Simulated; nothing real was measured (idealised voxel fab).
process module | voxel capacitor over wiring
cross-section cut | 190 nm wide | cells 5 nm
A cross-section is a grid of square cells, given in bands from the top down. A band is one or more rows of cells.
Each band's line starts with the height of the band's top and of its bottom, in nm. Then come its materials from left to right, each with its width in nm. One material with "throughout" fills the band from edge to edge. "air" is empty space.
Height 0 is the level under which the wafer as received is all one material. The lowest band goes on downwards, as in "0 down".
A width such as "30 to 40" changes by the same amount from each row of cells to the next, from the band's top row to its bottom row.
"no change" after a step means that no cell of the cross-section changed.
closed voids: empty space of 8 cells or more with no open way to the top, each as width x height at its distance from the left edge, in nm
after a step's settings: what the simulator itself notes on the step
overlay nm, on a step with a mask: how far to the right of its planned place the mask lay; to the left if negative
plan
1 op RECEIVE | material Si
2 op CONFORMAL_DEP | material SiO2 | thk nm 15
3 op CONFORMAL_DEP | material SiCN | thk nm 5
4 op DIRECTIONAL_DEP | material lowk | thk nm 25
5 op PATTERN | tone open | mask id METAL_1 | material resist | width nm 25 | pitch nm 75 | thk nm 20 | overlay nm 0
6 op DIRECTIONAL_ETCH | etch materials lowk | depth nm 25
7 op DIRECTIONAL_ETCH | etch materials SiCN | depth nm 5
8 op STRIP | etch materials resist
9 op CONFORMAL_DEP | material TiN | thk nm 5
10 op FILL_DEP | material Ru | thk nm 10
11 op CMP | height nm 45
12 op CONFORMAL_DEP | material SiCN | thk nm 5
13 op DIRECTIONAL_DEP | material lowk | thk nm 15
14 op PATTERN | tone open | mask id PLUG_1 | material resist | width nm 15 | thk nm 15 | overlay nm 0
15 op DIRECTIONAL_ETCH | etch materials lowk | depth nm 15
16 op DIRECTIONAL_ETCH | etch materials SiCN | depth nm 5
17 op STRIP | etch materials resist
18 op EPI | material Ru | thk nm 10
19 op EPI | material Ru | thk nm 10
20 op DIRECTIONAL_DEP | material TiN | thk nm 10
21 op DIRECTIONAL_DEP | material Al2O3 | thk nm 5
22 op DIRECTIONAL_DEP | material TiN | thk nm 10
23 op PATTERN | tone cover | mask id UPPER_PLATE | material resist | width nm 55 | thk nm 20 | overlay nm 0
24 op DIRECTIONAL_ETCH | etch materials TiN | depth nm 10
25 op DIRECTIONAL_ETCH | etch materials Al2O3 | depth nm 5
26 op STRIP | etch materials resist
27 op MASKED_ETCH | tone cover | mask id LOWER_PLATE | width nm 55 | etch materials TiN | depth nm 10 | overlay nm 0
28 op FILL_DEP | material SiO2 | thk nm 15
29 op CMP | height nm 100
30 op MASKED_ETCH | tone open | mask id PLUG_2 | width nm 15 | etch materials SiO2 | depth nm 10 | overlay nm 0
31 op CONFORMAL_DEP | material TiN | thk nm 5
32 op FILL_DEP | material W | thk nm 5
33 op CMP | height nm 100
34 op CONFORMAL_DEP | material SiN | thk nm 5
varied across the wafers: width nm of step 27. The plan shows the first wafer's value. All wafers start alike
first wafer as received, after step 1
  0 down: Si throughout
  closed voids: none
first wafer at the end, after step 34
  105 to 100: SiN throughout
  100 to 95: SiO2 65 | TiN 5 | W 5 | TiN 5 | SiO2 110
  95 to 90: SiO2 65 | TiN 15 | SiO2 110
  90 to 80: SiO2 55 | TiN 55 | SiO2 80
  80 to 75: SiO2 55 | Al2O3 55 | SiO2 80
  75 to 65: SiO2 55 | TiN 55 | SiO2 80
  65 to 50: lowk 55 | Ru 15 | lowk 120
  50 to 45: SiCN 55 | Ru 15 | SiCN 120
  45 to 20: lowk 45 | TiN 5 | Ru 15 | TiN 5 | lowk 50 | TiN 5 | Ru 15 | TiN 5 | lowk 45
  20 to 15: SiCN 45 | TiN 25 | SiCN 50 | TiN 25 | SiCN 45
  15 to 0: SiO2 throughout
  0 down: Si throughout
  closed voids: none
last wafer at the end
  105 to 100: SiN throughout
  100 to 95: SiO2 65 | TiN 5 | W 5 | TiN 5 | SiO2 110
  95 to 90: SiO2 65 | TiN 15 | SiO2 110
  90 to 80: SiO2 55 | TiN 55 | SiO2 80
  80 to 75: SiO2 55 | Al2O3 55 | SiO2 80
  75 to 65: SiO2 45 | TiN 80 | SiO2 65
  65 to 50: lowk 55 | Ru 15 | lowk 120
  50 to 45: SiCN 55 | Ru 15 | SiCN 120
  45 to 20: lowk 45 | TiN 5 | Ru 15 | TiN 5 | lowk 50 | TiN 5 | Ru 15 | TiN 5 | lowk 45
  20 to 15: SiCN 45 | TiN 25 | SiCN 50 | TiN 25 | SiCN 45
  15 to 0: SiO2 throughout
  0 down: Si throughout
  closed voids: none
each wafer at the end: cells of each material gained (+) or lost (-) since it was received, then its closed voids
width nm 55 | +11 Al2O3 | +42 Ru | +63 SiCN | +38 SiN | +319 SiO2 | +79 TiN | +1 W | +245 lowk | closed voids: none
width nm 60 | +11 Al2O3 | +42 Ru | +63 SiCN | +38 SiN | +317 SiO2 | +81 TiN | +1 W | +245 lowk | closed voids: none
width nm 65 | +11 Al2O3 | +42 Ru | +63 SiCN | +38 SiN | +315 SiO2 | +83 TiN | +1 W | +245 lowk | closed voids: none
width nm 70 | +11 Al2O3 | +42 Ru | +63 SiCN | +38 SiN | +313 SiO2 | +85 TiN | +1 W | +245 lowk | closed voids: none
width nm 75 | +11 Al2O3 | +42 Ru | +63 SiCN | +38 SiN | +311 SiO2 | +87 TiN | +1 W | +245 lowk | closed voids: none
width nm 80 | +11 Al2O3 | +42 Ru | +63 SiCN | +38 SiN | +309 SiO2 | +89 TiN | +1 W | +245 lowk | closed voids: none
